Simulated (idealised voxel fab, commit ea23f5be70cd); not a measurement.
Title: Process Module voxel self aligned contacts
200 nm wide, 5 nm square cells: that's cross-section cut.
Heads up, the way a cross-section reads in here is a grid of square cells, handed over as bands from the top down, with every band being one or more rows of cells. Band entry format. Leading values: height of top, height of bottom, nm. Remainder: materials in left-to-right order, each with its width in nm. Special words: "everywhere" on a single material, which then fills the band edge to edge; "blank", empty space. Heights from 0 (as-received wafer is one material below). Bottom band endless downward, as "z 0 and below". With a width like "30 to 40", each row of cells in the band differs from the next by the same amount, the top row carrying the first number and the bottom row the second. A step reported as "left unchanged" is a step in which no cell of the cross-section changed. The label "Sealed-off cavities" introduces a list of the empty spaces, 8 cells or larger, that have no open way up to the top; each entry in it reads width x height at distance, where the distance is taken from the left edge and all three are stated in nm. Anything after a step's settings on that line? It's the simulator's own note about the step. "overlay nm" denotes, for a step that has a mask, the displacement of the mask to the right of its planned place, with negative values corresponding to the left.
Intended process steps:
1,RECEIVE,material Si
2,CONFORMAL_DEP,material SiO2,thk nm 5
3,DIRECTIONAL_DEP,material polySi,thk nm 30
4,DIRECTIONAL_DEP,material SiN,thk nm 20
5,DIRECTIONAL_DEP,material aC,thk nm 15
6,PATTERN,tone cover,mask id GATE,material resist,width nm 15,pitch nm 60,thk nm 30,overlay nm 0
7,DIRECTIONAL_ETCH,etch materials aC,depth nm 15
8,STRIP,etch materials resist
9,DIRECTIONAL_ETCH,etch materials SiN,depth nm 20
10,DIRECTIONAL_ETCH,etch materials polySi,depth nm 30
11,STRIP,etch materials aC
12,CONFORMAL_DEP,material SiN,thk nm 10
13,DIRECTIONAL_ETCH,etch materials SiN,depth nm 10
14,FILL_DEP,material SiO2,thk nm 15
15,CMP,height nm 60
16,MASKED_ETCH,tone open,mask id CONTACT,width nm 45,etch materials SiO2,depth nm 60,overlay nm 0
17,CONFORMAL_DEP,material TiN,thk nm 5
18,FILL_DEP,material Ru,thk nm 5
19,CMP,height nm 60
20,CONFORMAL_DEP,material SiN,thk nm 5
The width nm used in step 6 is not the same on every wafer, whereas the starting condition is; the value printed in the plan is the first wafer's.
First of several wafers (as received, post step 1), cross-sectional view:
	z 0 and below = Si everywhere
	Sealed-off cavities: none
Cross-section after step 20, the final step of the module, for the first of several wafers:
	z 65 to 60 = SiN everywhere
	z 60 to 55 = SiO2 75  TiN 15  Ru 15  TiN 15  SiO2 80
	z 55 to 35 = SiO2 50  SiN 35  TiN 5  Ru 15  TiN 5  SiN 35  SiO2 55
	z 35 to 5 = SiO2 50  SiN 10  polySi 15  SiN 10  TiN 5  Ru 15  TiN 5  SiN 10  polySi 15  SiN 10  SiO2 55
	z 5 to 0 = SiO2 85  TiN 25  SiO2 90
	z 0 and below = Si everywhere
	Sealed-off cavities: none
End of module, last wafer sectioned:
	z 65 to 60 = SiN everywhere
	z 60 to 55 = SiO2 75  TiN 45  SiO2 80
	z 55 to 35 = SiO2 40  SiN 120  SiO2 40
	z 35 to 5 = SiO2 40  SiN 10  polySi 40  SiN 20  polySi 40  SiN 10  SiO2 40
	z 5 to 0 = SiO2 everywhere
	z 0 and below = Si everywhere
	Sealed-off cavities: none
Per wafer, end of module: cells gained (+) or lost (-) per material since receipt, then closed voids:
width nm 15, +33 Ru, +144 SiN, +276 SiO2, +31 TiN, +36 polySi, Sealed-off cavities: none
width nm 20, +22 Ru, +152 SiN, +267 SiO2, +31 TiN, +48 polySi, Sealed-off cavities: none
width nm 25, +11 Ru, +160 SiN, +258 SiO2, +31 TiN, +60 polySi, Sealed-off cavities: none
width nm 30, +168 SiN, +249 SiO2, +31 TiN, +72 polySi, Sealed-off cavities: none
width nm 35, +176 SiN, +240 SiO2, +20 TiN, +84 polySi, Sealed-off cavities: none
width nm 40, +184 SiN, +231 SiO2, +9 TiN, +96 polySi, Sealed-off cavities: none
